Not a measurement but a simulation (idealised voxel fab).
Process module, titled voxel wiring stack
The width of the displayed cross-section, cut, is 290 nm; its cells are square, with a size of 5 nm.
Square cells in a grid make up a cross-section in this document, and the grid is given as bands, listed from the top down, each one or more rows of cells. This entry defines a band. It first specifies the height of the band's top and the height of its bottom in nm, and then specifies the band's materials from left to right, stating each material with its width in nm. The word "everywhere" identifies a single material that fills the band from edge to edge, while the word "blank" identifies empty space. Basically, 0 is our baseline, since under it the wafer straight out of the box is all one material. The bottom band has no lower end and keeps on going down, so it looks like "0 down". Per-row width for "30..40": begins at first number (top row of band), ends at second number (bottom row), increment between rows held constant. A step reported as "all unchanged" is a step in which no cell of the cross-section changed. "Closed empty spaces" enumerates empty spaces isolated from the top, with no open way to it, that contain at least 8 cells, giving each as width x height at distance from the left edge, all three in nm. Read whatever lies past the settings on a step's line as the simulator's own remark about the step. If you see "overlay nm" on a step's line and that step has a mask, it's telling you how far right of where it was planned the mask ended up; a negative number means it went left instead.
## List of planned process steps
1,RECEIVE | material Si
2,CONFORMAL_DEP | material SiO2 | thk nm 15
3,DIRECTIONAL_DEP | material TiN | thk nm 5
4,DIRECTIONAL_DEP | material W | thk nm 20
5,DIRECTIONAL_DEP | material aC | thk nm 10
6,PATTERN | tone cover | mask id METAL_1 | material resist | width nm 25 | pitch nm 45 | thk nm 30 | overlay nm 0
7,DIRECTIONAL_ETCH | etch materials aC | depth nm 10
8,STRIP | etch materials resist
9,DIRECTIONAL_ETCH | etch materials W | depth nm 20
10,DIRECTIONAL_ETCH | etch materials TiN | depth nm 5
11,STRIP | etch materials aC
12,CONFORMAL_DEP | material SiN | thk nm 5
13,FILL_DEP | material lowk | thk nm 10
14,CMP | height nm 40
15,CONFORMAL_DEP | material SiCN | thk nm 5
16,DIRECTIONAL_DEP | material SiO2 | thk nm 20
17,DIRECTIONAL_DEP | material aC | thk nm 10
18,PATTERN | tone open | mask id PLUG_1 | material resist | width nm 15 | pitch nm 45 | thk nm 25 | overlay nm 0
19,DIRECTIONAL_ETCH | etch materials aC | depth nm 10
20,STRIP | etch materials resist
21,DIRECTIONAL_ETCH | etch materials SiO2 | depth nm 20
22,DIRECTIONAL_ETCH | etch materials SiCN | depth nm 5
23,STRIP | etch materials aC
24,CONFORMAL_DEP | material TiN | thk nm 5
25,FILL_DEP | material Cu | thk nm 5
26,CMP | height nm 65
27,DIRECTIONAL_DEP | material TiN | thk nm 5
28,DIRECTIONAL_DEP | material W | thk nm 15
29,DIRECTIONAL_DEP | material aC | thk nm 10
30,PATTERN | tone cover | mask id METAL_2 | material resist | width nm 25 | pitch nm 45 | thk nm 30 | overlay nm 0
31,DIRECTIONAL_ETCH | etch materials aC | depth nm 10
32,STRIP | etch materials resist
33,DIRECTIONAL_ETCH | etch materials W | depth nm 15
34,DIRECTIONAL_ETCH | etch materials TiN | depth nm 5
35,STRIP | etch materials aC
36,CONFORMAL_DEP | material SiCN | thk nm 5
37,FILL_DEP | material SiO2 | thk nm 10
38,CMP | height nm 85
39,CONFORMAL_DEP | material SiCN | thk nm 5
40,DIRECTIONAL_DEP | material lowk | thk nm 10
41,MASKED_ETCH | tone open | mask id PLUG_2 | width nm 15 | pitch nm 45 | etch materials lowk | depth nm 10 | overlay nm 0
42,MASKED_ETCH | tone open | mask id PLUG_2 | width nm 15 | pitch nm 45 | etch materials SiCN | depth nm 5 | overlay nm 0
43,CONFORMAL_DEP | material TiN | thk nm 5
44,FILL_DEP | material W | thk nm 10
45,CMP | height nm 100
46,CONFORMAL_DEP | material SiN | thk nm 5
47,DIRECTIONAL_DEP | material SiO2 | thk nm 20
48,PATTERN | tone open | mask id METAL_3 | material resist | width nm 25 | pitch nm 45 | thk nm 20 | overlay nm 0
49,DIRECTIONAL_ETCH | etch materials SiO2 | depth nm 20
50,DIRECTIONAL_ETCH | etch materials SiN | depth nm 5
51,STRIP | etch materials resist
52,CONFORMAL_DEP | material TiN | thk nm 5
53,FILL_DEP | material Ru | thk nm 10
54,CMP | height nm 125
55,CONFORMAL_DEP | material SiN | thk nm 5
## Wafer at receipt (post step 1), cross-section
	0 down  Si everywhere
	Closed empty spaces: none
## Cross-sectional view of the first of the two wafers upon completion of the module, processed in accordance with the plan
	130 to 125  SiN everywhere
	125 to 105  SiO2=85, then TiN=5, then Ru=15, then TiN=5, then SiO2=20, then TiN=5, then Ru=15, then TiN=5, then SiO2=20, then TiN=5, then Ru=15, then TiN=5, then SiO2=90
	105 to 100  SiN=85, then TiN=25, then SiN=20, then TiN=25, then SiN=20, then TiN=25, then SiN=90
	100 to 90  lowk=85, then TiN=5, then W=5, then TiN=5, then lowk=30, then TiN=5, then W=5, then TiN=5, then lowk=30, then TiN=5, then W=5, then TiN=5, then lowk=100
	90 to 85  SiCN=85, then TiN=15, then SiCN=30, then TiN=15, then SiCN=30, then TiN=15, then SiCN=100
	85 to 70  SiO2=80, then SiCN=5, then W=25, then SiCN=5, then SiO2=10, then SiCN=5, then W=25, then SiCN=5, then SiO2=10, then SiCN=5, then W=25, then SiCN=5, then SiO2=85
	70 to 65  SiCN=85, then TiN=25, then SiCN=20, then TiN=25, then SiCN=20, then TiN=25, then SiCN=90
	65 to 45  SiO2=85, then TiN=5, then Cu=5, then TiN=5, then SiO2=30, then TiN=5, then Cu=5, then TiN=5, then SiO2=30, then TiN=5, then Cu=5, then TiN=5, then SiO2=100
	45 to 40  SiCN=85, then TiN=15, then SiCN=30, then TiN=15, then SiCN=30, then TiN=15, then SiCN=100
	40 to 20  lowk=80, then SiN=5, then W=25, then SiN=5, then lowk=10, then SiN=5, then W=25, then SiN=5, then lowk=10, then SiN=5, then W=25, then SiN=5, then lowk=85
	20 to 15  SiN=85, then TiN=25, then SiN=20, then TiN=25, then SiN=20, then TiN=25, then SiN=90
	15 to 0  SiO2 everywhere
	0 down  Si everywhere
	Closed empty spaces: none
## Now the second wafer, cross-sectioned at the end of the module. Nothing different at the start, nothing different in the plan compared with the first, just one mistake when it was actually run
	130 to 125  SiN everywhere
	125 to 105  SiO2=85, then TiN=5, then Ru=15, then TiN=5, then SiO2=20, then TiN=5, then Ru=15, then TiN=5, then SiO2=20, then TiN=5, then Ru=15, then TiN=5, then SiO2=90
	105 to 100  SiN=85, then TiN=25, then SiN=20, then TiN=25, then SiN=20, then TiN=25, then SiN=90
	100 to 90  lowk=85, then TiN=5, then W=5, then TiN=5, then lowk=30, then TiN=5, then W=5, then TiN=5, then lowk=30, then TiN=5, then W=5, then TiN=5, then lowk=100
	90 to 85  SiCN=85, then TiN=15, then SiCN=30, then TiN=15, then SiCN=30, then TiN=15, then SiCN=100
	85 to 70  SiO2=80, then SiCN=5, then W=25, then SiCN=5, then SiO2=10, then SiCN=5, then W=25, then SiCN=5, then SiO2=10, then SiCN=5, then W=25, then SiCN=5, then SiO2=85
	70 to 65  SiCN=85, then TiN=25, then SiCN=20, then TiN=25, then SiCN=20, then TiN=25, then SiCN=90
	65 to 45  SiO2=85, then TiN=5, then Cu=5, then TiN=5, then SiO2=30, then TiN=5, then Cu=5, then TiN=5, then SiO2=30, then TiN=5, then Cu=5, then TiN=5, then SiO2=100
	45 to 40  SiCN=85, then TiN=15, then SiCN=30, then TiN=15, then SiCN=30, then TiN=15, then SiCN=100
	40 to 25  lowk=80, then SiN=5, then W=25, then SiN=5, then lowk=10, then SiN=5, then W=25, then SiN=5, then lowk=10, then SiN=5, then W=25, then SiN=5, then lowk=85
	25 to 20  SiN=85, then W=25, then SiN=20, then W=25, then SiN=20, then W=25, then SiN=90
	20 to 5  SiO2 everywhere
	5 to 0  TiN everywhere
	0 down  Si everywhere
	Closed empty spaces: none
Where did the run depart from the plan? contrary to the plan, steps 2 and 3 were processed in exchanged order
Once processing is complete, comparing cell counts shows that the second wafer has more or fewer of certain materials than the first: -6 SiN, +43 TiN, -37 lowk
